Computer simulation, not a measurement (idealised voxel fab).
Title: Process Module voxel wiring stack
Square cells of 5 nm make up the cross-section cut, whose width is 280 nm.
In this document a cross-section is written as a grid of square cells. It is given as a series of bands, listed from the top down, and a band is one or more rows of cells.
Band: top and bottom heights (nm) first, top before bottom; then materials from left to right, widths in nm. "throughout" marks a sole material filling the band edge to edge. "air" denotes empty space.
For the purposes of this specification, 0 denotes the height below which the wafer in its as-received condition is composed wholly of one material, and the lowermost band, lacking a lower limit, extends downward without end, as expressed in "from 0 down".
With a width like "30->40", each row of cells in the band differs from the next by the same amount, the top row carrying the first number and the bottom row the second.
Where a step carries "no change", the cross-section came out of it unchanged, cell for cell.
Empty spaces counting at least 8 cells and having no open way to the top are listed in "Closed void entries". The notation width x height at distance is used for each, the distance being from the left edge and all three values in nm.
On a step's line, text after the settings is the simulator commenting on that step.
"overlay nm", when on a step's line for a step with a mask, measures how far to the right of its planned place the mask lay; a negative measure means to the left.

[Below is the list of planned process steps]
step 1: op RECEIVE | material Si
step 2: op CONFORMAL_DEP | material SiO2 | thk nm 10
step 3: op CONFORMAL_DEP | material SiN | thk nm 5
step 4: op DIRECTIONAL_DEP | material SiO2 | thk nm 20
step 5: op MASKED_ETCH | tone open | mask id METAL_1 | width nm 20 | pitch nm 40 | etch materials SiO2 | depth nm 20 | overlay nm 0
step 6: op MASKED_ETCH | tone open | mask id METAL_1 | width nm 20 | pitch nm 40 | etch materials SiN | depth nm 5 | overlay nm 0
step 7: op CONFORMAL_DEP | material TiN | thk nm 5
step 8: op FILL_DEP | material Ru | thk nm 10
step 9: op CMP | height nm 35
step 10: op CONFORMAL_DEP | material SiCN | thk nm 5
step 11: op DIRECTIONAL_DEP | material SiO2 | thk nm 15
step 12: op MASKED_ETCH | tone open | mask id PLUG_1 | width nm 15 | pitch nm 80 | etch materials SiO2 | depth nm 15 | overlay nm 0
step 13: op MASKED_ETCH | tone open | mask id PLUG_1 | width nm 15 | pitch nm 80 | etch materials SiCN | depth nm 5 | overlay nm 0
step 14: op CONFORMAL_DEP | material TiN | thk nm 5
step 15: op FILL_DEP | material W | thk nm 5
step 16: op CMP | height nm 55
step 17: op CONFORMAL_DEP | material SiN | thk nm 5
step 18: op DIRECTIONAL_DEP | material lowk | thk nm 20
step 19: op MASKED_ETCH | tone open | mask id METAL_2 | width nm 20 | pitch nm 40 | etch materials lowk | depth nm 20 | overlay nm 0
step 20: op MASKED_ETCH | tone open | mask id METAL_2 | width nm 20 | pitch nm 40 | etch materials SiN | depth nm 5 | overlay nm 0
step 21: op CONFORMAL_DEP | material TiN | thk nm 5
step 22: op FILL_DEP | material Cu | thk nm 5
step 23: op CMP | height nm 80
step 24: op CONFORMAL_DEP | material SiCN | thk nm 5
step 25: op DIRECTIONAL_DEP | material lowk | thk nm 35
step 26: op MASKED_ETCH | tone open | mask id METAL_3 | width nm 20 | pitch nm 40 | etch materials lowk | depth nm 20 | overlay nm 0
step 27: op DIRECTIONAL_DEP | material aC | thk nm 10
step 28: op PATTERN | tone open | mask id METAL_3_HOLES | material resist | width nm 15 | pitch nm 80 | thk nm 25 | overlay nm 0
step 29: op DIRECTIONAL_ETCH | etch materials aC | depth nm 10
step 30: op STRIP | etch materials resist
step 31: op DIRECTIONAL_ETCH | etch materials lowk | depth nm 15
step 32: op DIRECTIONAL_ETCH | etch materials SiCN | depth nm 5
step 33: op STRIP | etch materials aC
step 34: op CONFORMAL_DEP | material TiN | thk nm 5
step 35: op FILL_DEP | material Cu | thk nm 10
step 36: op CMP | height nm 120
step 37: op CONFORMAL_DEP | material SiN | thk nm 5

[Cross-section: wafer on arrival = after step 1]
- from 0 down  Si throughout
- Closed void entries: none

[Module complete - cross-section of the first of two wafers, run according to plan]
- from 125 to 120  SiN throughout
- from 120 to 105  lowk (90), then TiN (5), then Cu (10), then TiN (5), then lowk (20), then TiN (5), then Cu (10), then TiN (5), then lowk (20), then TiN (5), then Cu (10), then TiN (5), then lowk (90)
- from 105 to 100  lowk (90), then TiN (5), then Cu (5), then TiN (10), then lowk (20), then TiN (20), then lowk (20), then TiN (5), then Cu (5), then TiN (10), then lowk (90)
- from 100 to 85  lowk (90), then TiN (5), then Cu (5), then TiN (5), then lowk (65), then TiN (5), then Cu (5), then TiN (5), then lowk (95)
- from 85 to 80  SiCN (90), then TiN (15), then SiCN (65), then TiN (15), then SiCN (95)
- from 80 to 60  lowk (90), then TiN (5), then Cu (10), then TiN (5), then lowk (20), then TiN (5), then Cu (10), then TiN (5), then lowk (20), then TiN (5), then Cu (10), then TiN (5), then lowk (90)
- from 60 to 55  SiN (90), then TiN (20), then SiN (20), then TiN (20), then SiN (20), then TiN (20), then SiN (90)
- from 55 to 40  SiO2 (90), then TiN (5), then W (5), then TiN (5), then SiO2 (65), then TiN (5), then W (5), then TiN (5), then SiO2 (95)
- from 40 to 35  SiCN (90), then TiN (15), then SiCN (65), then TiN (15), then SiCN (95)
- from 35 to 15  SiO2 (90), then TiN (5), then Ru (10), then TiN (5), then SiO2 (20), then TiN (5), then Ru (10), then TiN (5), then SiO2 (20), then TiN (5), then Ru (10), then TiN (5), then SiO2 (90)
- from 15 to 10  SiN (90), then TiN (20), then SiN (20), then TiN (20), then SiN (20), then TiN (20), then SiN (90)
- from 10 to 0  SiO2 throughout
- from 0 down  Si throughout
- Closed void entries: none

[Cross-section, second wafer: same start as the first, same plan as the first, one mistake in running it; taken at the end of the module]
- from 125 to 120  SiN throughout
- from 120 to 105  lowk (90), then TiN (5), then Cu (10), then TiN (5), then lowk (20), then TiN (5), then Cu (10), then TiN (5), then lowk (20), then TiN (5), then Cu (10), then TiN (5), then lowk (90)
- from 105 to 100  lowk (90), then TiN (5), then Cu (5), then TiN (10), then lowk (20), then TiN (20), then lowk (20), then TiN (5), then Cu (5), then TiN (10), then lowk (90)
- from 100 to 85  lowk (90), then TiN (5), then Cu (5), then TiN (5), then lowk (65), then TiN (5), then Cu (5), then TiN (5), then lowk (95)
- from 85 to 80  SiCN (90), then TiN (15), then SiCN (65), then TiN (15), then SiCN (95)
- from 80 to 60  lowk (90), then TiN (5), then Cu (10), then TiN (5), then lowk (20), then TiN (5), then Cu (10), then TiN (5), then lowk (20), then TiN (5), then Cu (10), then TiN (5), then lowk (90)
- from 60 to 55  SiN (90), then TiN (20), then SiN (20), then TiN (20), then SiN (20), then TiN (20), then SiN (90)
- from 55 to 45  SiO2 (90), then TiN (5), then W (10), then TiN (5), then SiO2 (60), then TiN (5), then W (10), then TiN (5), then SiO2 (90)
- from 45 to 40  SiO2 (90), then TiN (5), then W (5), then TiN (10), then SiO2 (60), then TiN (5), then W (5), then TiN (10), then SiO2 (90)
- from 40 to 35  SiCN (90), then TiN (15), then SiCN (65), then TiN (15), then SiCN (95)
- from 35 to 15  SiO2 (90), then TiN (5), then Ru (10), then TiN (5), then SiO2 (20), then TiN (5), then Ru (10), then TiN (5), then SiO2 (20), then TiN (5), then Ru (10), then TiN (5), then SiO2 (90)
- from 15 to 10  SiN (90), then TiN (20), then SiN (20), then TiN (20), then SiN (20), then TiN (20), then SiN (90)
- from 10 to 0  SiO2 throughout
- from 0 down  Si throughout
- Closed void entries: none
Against the plan, the run slipped here: step 12 off recipe, ran as op MASKED_ETCH | tone open | mask id PLUG_1 | width nm 20 | pitch nm 80 | etch materials SiO2 | depth nm 15 | overlay nm 0
At the finish, the second wafer shows more or fewer cells for some materials than the first does: SiO2: 6 fewer; TiN: 2 more; W: 4 more
